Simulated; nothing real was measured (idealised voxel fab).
Herein follows the process module entitled voxel fin reveal.
Square cells of 5 nm make up the cross-section cut, whose width is 285 nm.
This document writes a cross-section as a grid whose cells are square, and gives it as bands, listed from the top down; one or more rows of cells form a band. Per band: top height and bottom height in nm, followed by the left-to-right materials and their widths in nm; "full width" marks a single material spanning edge to edge, "blank" marks empty space. A quick word on heights: they are counted from 0, and under that level the wafer as it came to us is one material throughout. The lowest band is different from the rest in having no bottom; it simply continues downward, written as in "from 0 down". You'd read "30 to 40" like this: the band's top row of cells is as wide as the first number, its bottom row is as wide as the second, and going down, every row changes width by the same amount as the row before did. "no modifications" after a step means that no cell of the cross-section changed. "Enclosed cavity list" specifies each empty space that is not open to the top and that occupies no fewer than 8 cells, using the form width x height at distance, the distance measured from the left edge and all three quantities in nm. Heads up: the bit after the settings on a step's line is the simulator's remark on that step. Each step line may optionally specify "overlay nm", which for a step with a mask gives the rightward distance between the mask's planned place and where it lay, a negative value indicating the leftward direction.
PROCESS STEPS (PLANNED)
step 1: op RECEIVE | material Si
step 2: op CONFORMAL_DEP | material SiN | thk nm 10
step 3: op DIRECTIONAL_DEP | material aC | thk nm 15
step 4: op PATTERN | tone cover | mask id FINS | material resist | width nm 15 | pitch nm 45 | thk nm 35 | overlay nm 0
step 5: op DIRECTIONAL_ETCH | etch materials aC | depth nm 15
step 6: op STRIP | etch materials resist
step 7: op DIRECTIONAL_ETCH | etch materials SiN | depth nm 10
step 8: op DIRECTIONAL_ETCH | etch materials Si | depth nm 35
step 9: op STRIP | etch materials aC
step 10: op FILL_DEP | material SiO2 | thk nm 10
step 11: op CMP | height nm 10
step 12: op SELECTIVE_ETCH | etch materials SiO2 | depth nm 35
step 13: op STRIP | etch materials SiN
step 14: op CONFORMAL_DEP | material HfO2 | thk nm 5
CROSS-SECTION, INCOMING MATERIAL, AFTER STEP 1
* from 0 down  Si full width
* Enclosed cavity list: none
MODULE COMPLETE - CROSS-SECTION OF THE FIRST OF TWO WAFERS, RUN ACCORDING TO PLAN
* from 5 to 0  85 of blank, then 25 of HfO2, then 20 of blank, then 25 of HfO2, then 20 of blank, then 25 of HfO2, then 85 of blank
* from 0 to -20  85 of blank, then 5 of HfO2, then 15 of Si, then 5 of HfO2, then 20 of blank, then 5 of HfO2, then 15 of Si, then 5 of HfO2, then 20 of blank, then 5 of HfO2, then 15 of Si, then 5 of HfO2, then 85 of blank
* from -20 to -25  90 of HfO2, then 15 of Si, then 30 of HfO2, then 15 of Si, then 30 of HfO2, then 15 of Si, then 90 of HfO2
* from -25 to -35  90 of SiO2, then 15 of Si, then 30 of SiO2, then 15 of Si, then 30 of SiO2, then 15 of Si, then 90 of SiO2
* from -35 down  Si full width
* Enclosed cavity list: none
WHAT THE SECOND WAFER LOOKS LIKE IN CROSS-SECTION ONCE THE MODULE IS DONE. ITS START AND ITS PLAN MATCHED THE FIRST WAFER'S EXACTLY; WHAT DIFFERED WAS ONE MISTAKE IN HOW IT WAS RUN
* from 5 to 0  85 of blank, then 25 of HfO2, then 20 of blank, then 25 of HfO2, then 20 of blank, then 25 of HfO2, then 85 of blank
* from 0 to -20  85 of blank, then 5 of HfO2, then 15 of Si, then 5 of HfO2, then 20 of blank, then 5 of HfO2, then 15 of Si, then 5 of HfO2, then 20 of blank, then 5 of HfO2, then 15 of Si, then 5 of HfO2, then 85 of blank
* from -20 to -25  90 of HfO2, then 15 of Si, then 30 of HfO2, then 15 of Si, then 30 of HfO2, then 15 of Si, then 90 of HfO2
* from -25 to -30  90 of SiO2, then 15 of Si, then 30 of SiO2, then 15 of Si, then 30 of SiO2, then 15 of Si, then 90 of SiO2
* from -30 down  Si full width
* Enclosed cavity list: none
What was done differently from what was planned? contrary to plan, step 8 was performed as op DIRECTIONAL_ETCH | etch materials Si | depth nm 30
Looking at both finished wafers in cells, the second ends up ahead of or behind the first on some materials: 48 more of Si, 48 fewer of SiO2
